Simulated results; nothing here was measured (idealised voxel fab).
Documented hereafter: the process module known as voxel transistor to metal.
cross-section cut | 140 nm wide | cells 5 nm
If you're reading a cross-section in this doc, picture square cells in a grid; it comes to you as bands, top ones listed first down to the bottom, and a band can be one or more rows of cells. This entry defines a band. It first specifies the height of the band's top and the height of its bottom in nm, and then specifies the band's materials from left to right, stating each material with its width in nm. The word "all across" identifies a single material that fills the band from edge to edge, while the word "empty" identifies empty space. Counting heights begins at 0, where everything beneath is, in the wafer as received, one material. The lowest band has no bottom; it goes on downwards, as "z 0 and below" shows. Think of "30 to 40" as a width that walks from the first number to the second as you go down the band, top row to bottom row, taking equal-sized steps from row to row. Step marked "all unchanged"? Then no cell in the cross-section changed in it. This entry, "Cavities, sealed", enumerates those empty regions of no fewer than 8 cells that possess no open connection to the top. Each region is reported in the form width x height at distance, the distance being taken from the left edge, with all three quantities expressed in nm. Heads up: the bit after the settings on a step's line is the simulator's remark on that step. Each step line may optionally specify "overlay nm", which for a step with a mask gives the rightward distance between the mask's planned place and where it lay, a negative value indicating the leftward direction.
PROCESS STEPS FORESEEN IN THE PLAN
1) RECEIVE (material Si)
2) CONFORMAL_DEP (material SiO2; thk nm 5)
3) CONFORMAL_DEP (material SiN; thk nm 15)
4) PATTERN (tone cover; mask id ACTIVE; material resist; width nm 105; thk nm 20; overlay nm 0)
5) DIRECTIONAL_ETCH (etch materials SiN; depth nm 15)
6) DIRECTIONAL_ETCH (etch materials SiO2; depth nm 5)
7) DIRECTIONAL_ETCH (etch materials Si; depth nm 30)
8) STRIP (etch materials resist)
9) FILL_DEP (material SiO2; thk nm 5)
10) CMP (height nm 20)
11) SELECTIVE_ETCH (etch materials SiO2; depth nm 5)
12) STRIP (etch materials SiN)
13) SELECTIVE_ETCH (etch materials SiO2; depth nm 5)
14) OXIDIZE (depth nm 5)
15) DIRECTIONAL_DEP (material polySi; thk nm 25)
16) DIRECTIONAL_DEP (material SiCN; thk nm 10)
17) DIRECTIONAL_DEP (material aC; thk nm 15)
18) PATTERN (tone cover; mask id GATE; material resist; width nm 15; thk nm 30; overlay nm 0)
19) DIRECTIONAL_ETCH (etch materials aC; depth nm 15)
20) STRIP (etch materials resist)
21) DIRECTIONAL_ETCH (etch materials SiCN; depth nm 20)
22) DIRECTIONAL_ETCH (etch materials polySi; depth nm 35)
23) STRIP (etch materials aC)
24) CONFORMAL_DEP (material SiN; thk nm 10)
25) DIRECTIONAL_ETCH (etch materials SiN; depth nm 10)
26) DIRECTIONAL_ETCH (etch materials SiO2; depth nm 5)
27) EPI (material pSi; thk nm 5)
28) FILL_DEP (material SiO2; thk nm 5)
29) CMP (height nm 35)
30) DIRECTIONAL_DEP (material SiO2; thk nm 10)
31) DIRECTIONAL_DEP (material aC; thk nm 15)
32) PATTERN (tone open; mask id CONTACT; material resist; width nm 20; pitch nm 65; thk nm 30; overlay nm 0)
33) DIRECTIONAL_ETCH (etch materials aC; depth nm 15)
34) STRIP (etch materials resist)
35) DIRECTIONAL_ETCH (etch materials SiO2; depth nm 45)
36) STRIP (etch materials aC)
37) CONFORMAL_DEP (material TiN; thk nm 5)
38) FILL_DEP (material W; thk nm 5)
39) CMP (height nm 45)
40) DIRECTIONAL_DEP (material TiN; thk nm 5)
41) DIRECTIONAL_DEP (material W; thk nm 20)
42) MASKED_ETCH (tone cover; mask id METAL_1; width nm 20; pitch nm 65; etch materials W; depth nm 20; overlay nm 0)
43) MASKED_ETCH (tone cover; mask id METAL_1; width nm 20; pitch nm 65; etch materials TiN; depth nm 5; overlay nm 0)
44) CONFORMAL_DEP (material SiCN; thk nm 5)
45) FILL_DEP (material SiO2; thk nm 10)
46) CMP (height nm 70)
47) CONFORMAL_DEP (material SiCN; thk nm 5)
WAFER CROSS-SECTION ON RECEIPT, I.E. AFTER STEP 1
    z 0 and below | Si all across
    Cavities, sealed: none
THE FIRST OF THE TWO WAFERS AS SEEN IN CROSS-SECTION ONCE THE MODULE WAS FINISHED; PROCESSING FOLLOWED THE PLAN
    z 75 to 70 | SiCN all across
    z 70 to 50 | SiO2 (20); SiCN (5); W (20); SiCN (5); SiO2 (35); SiCN (5); W (20); SiCN (5); SiO2 (25)
    z 50 to 45 | SiCN (25); TiN (20); SiCN (45); TiN (20); SiCN (30)
    z 45 to 35 | SiO2 (25); TiN (5); W (10); TiN (5); SiO2 (45); TiN (5); W (10); TiN (5); SiO2 (30)
    z 35 to 25 | SiO2 (25); TiN (5); W (10); TiN (5); SiO2 (5); SiN (10); SiCN (15); SiN (10); SiO2 (5); TiN (5); W (10); TiN (5); SiO2 (30)
    z 25 to 10 | SiO2 (25); TiN (5); W (10); TiN (5); SiO2 (5); SiN (10); polySi (15); SiN (10); SiO2 (5); TiN (5); W (10); TiN (5); SiO2 (30)
    z 10 to 5 | SiO2 (10); SiN (10); SiO2 (5); TiN (5); W (10); TiN (5); SiO2 (5); SiN (10); polySi (15); SiN (10); SiO2 (5); TiN (5); W (10); TiN (5); SiO2 (5); SiN (10); SiO2 (15)
    z 5 to 0 | SiO2 (10); SiN (10); SiO2 (5); TiN (20); SiO2 (5); SiN (10); polySi (15); SiN (10); SiO2 (5); TiN (20); SiO2 (5); SiN (10); SiO2 (15)
    z 0 to -5 | SiO2 (20); pSi (30); SiO2 (35); pSi (30); SiO2 (25)
    z -5 to -30 | SiO2 (15); Si (105); SiO2 (20)
    z -30 and below | Si all across
    Cavities, sealed: none
THIS IS THE SECOND OF THE TWO WAFERS, CROSS-SECTIONED AT THE END OF THE MODULE; IT STARTED EXACTLY LIKE THE FIRST AND WAS GIVEN THE SAME PLAN, BUT IT WAS RUN WITH ONE MISTAKE
    z 75 to 70 | SiCN all across
    z 70 to 50 | SiO2 (20); SiCN (5); W (20); SiCN (5); SiO2 (35); SiCN (5); W (20); SiCN (5); SiO2 (25)
    z 50 to 45 | SiCN (25); TiN (20); SiCN (45); TiN (20); SiCN (30)
    z 45 to 35 | SiO2 (25); TiN (5); W (10); TiN (5); SiO2 (45); TiN (5); W (10); TiN (5); SiO2 (30)
    z 35 to 25 | SiO2 (25); TiN (5); W (10); TiN (5); SiO2 (5); SiN (10); SiCN (15); SiN (10); SiO2 (5); TiN (5); W (10); TiN (5); SiO2 (30)
    z 25 to 10 | SiO2 (25); TiN (5); W (10); TiN (5); SiO2 (5); SiN (10); polySi (15); SiN (10); SiO2 (5); TiN (5); W (10); TiN (5); SiO2 (30)
    z 10 to 5 | SiO2 (10); SiN (10); SiO2 (5); TiN (5); W (10); TiN (5); SiO2 (5); SiN (10); polySi (15); SiN (10); SiO2 (5); TiN (5); W (10); TiN (5); SiO2 (5); SiN (10); SiO2 (15)
    z 5 to 0 | SiO2 (10); SiN (10); SiO2 (5); TiN (20); SiO2 (5); SiN (10); polySi (15); SiN (10); SiO2 (5); TiN (20); SiO2 (5); SiN (10); SiO2 (15)
    z 0 to -5 | SiO2 (20); pSi (30); SiO2 (35); pSi (30); SiO2 (25)
    z -5 to -60 | SiO2 (15); Si (105); SiO2 (20)
    z -60 and below | Si all across
    Cavities, sealed: none
Which mistake was made when the wafer was run? step 7 of the plan was twice carried out
End check, counted in cells, second wafer has more or fewer of these materials than the first: 42 fewer of Si | 42 more of SiO2
